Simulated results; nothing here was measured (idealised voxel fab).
process module | voxel air gaps
cross-section cut | 250 nm wide | cells 5 nm
A cross-section is a grid of square cells, given in bands from the top down. A band is one or more rows of cells.
Each band's line starts with the height of the band's top and of its bottom, in nm. Then come its materials from left to right, each with its width in nm. One material with "throughout" fills the band from edge to edge. "air" is empty space.
Height 0 is the level under which the wafer as received is all one material. The lowest band goes on downwards, as in "0 down".
A width such as "30 to 40" changes by the same amount from each row of cells to the next, from the band's top row to its bottom row.
"no change" after a step means that no cell of the cross-section changed.
closed voids: empty space of 8 cells or more with no open way to the top, each as width x height at its distance from the left edge, in nm
after a step's settings: what the simulator itself notes on the step
overlay nm, on a step with a mask: how far to the right of its planned place the mask lay; to the left if negative
plan
1 op RECEIVE | material Si
2 op CONFORMAL_DEP | material SiO2 | thk nm 10
3 op CONFORMAL_DEP | material SiN | thk nm 5
4 op DIRECTIONAL_DEP | material SiO2 | thk nm 30
5 op PATTERN | tone open | mask id LINES | material resist | width nm 15 | pitch nm 55 | thk nm 20 | overlay nm 0
6 op DIRECTIONAL_ETCH | etch materials SiO2 | depth nm 30
7 op STRIP | etch materials resist
8 op CONFORMAL_DEP | material TiN | thk nm 5
9 op FILL_DEP | material W | thk nm 5
10 op CMP | height nm 45
11 op EPI | material Ru | thk nm 10
12 op SELECTIVE_ETCH | etch materials SiO2 | depth nm 40
13 op CONFORMAL_DEP | material SiCN | thk nm 5
varied across the wafers: width nm of step 5. The plan shows the first wafer's value. All wafers start alike
first wafer as received, after step 1
  0 down: Si throughout
  closed voids: none
each wafer at the end: cells of each material gained (+) or lost (-) since it was received, then its closed voids
width nm 15 | +56 Ru | +146 SiCN | +50 SiN | +100 SiO2 | +52 TiN | +20 W | closed voids: none
width nm 20 | +64 Ru | +146 SiCN | +50 SiN | +100 SiO2 | +56 TiN | +40 W | closed voids: none
width nm 25 | +72 Ru | +146 SiCN | +50 SiN | +100 SiO2 | +60 TiN | +60 W | closed voids: 20 x 20 at 60; 20 x 20 at 115; 20 x 20 at 170
width nm 30 | +80 Ru | +134 SiCN | +50 SiN | +100 SiO2 | +64 TiN | +80 W | closed voids: 15 x 20 at 65; 15 x 20 at 120; 15 x 20 at 175
width nm 35 | +88 Ru | +74 SiCN | +50 SiN | +172 SiO2 | +68 TiN | +100 W | closed voids: none
width nm 40 | +90 Ru | +74 SiCN | +50 SiN | +154 SiO2 | +72 TiN | +120 W | closed voids: none
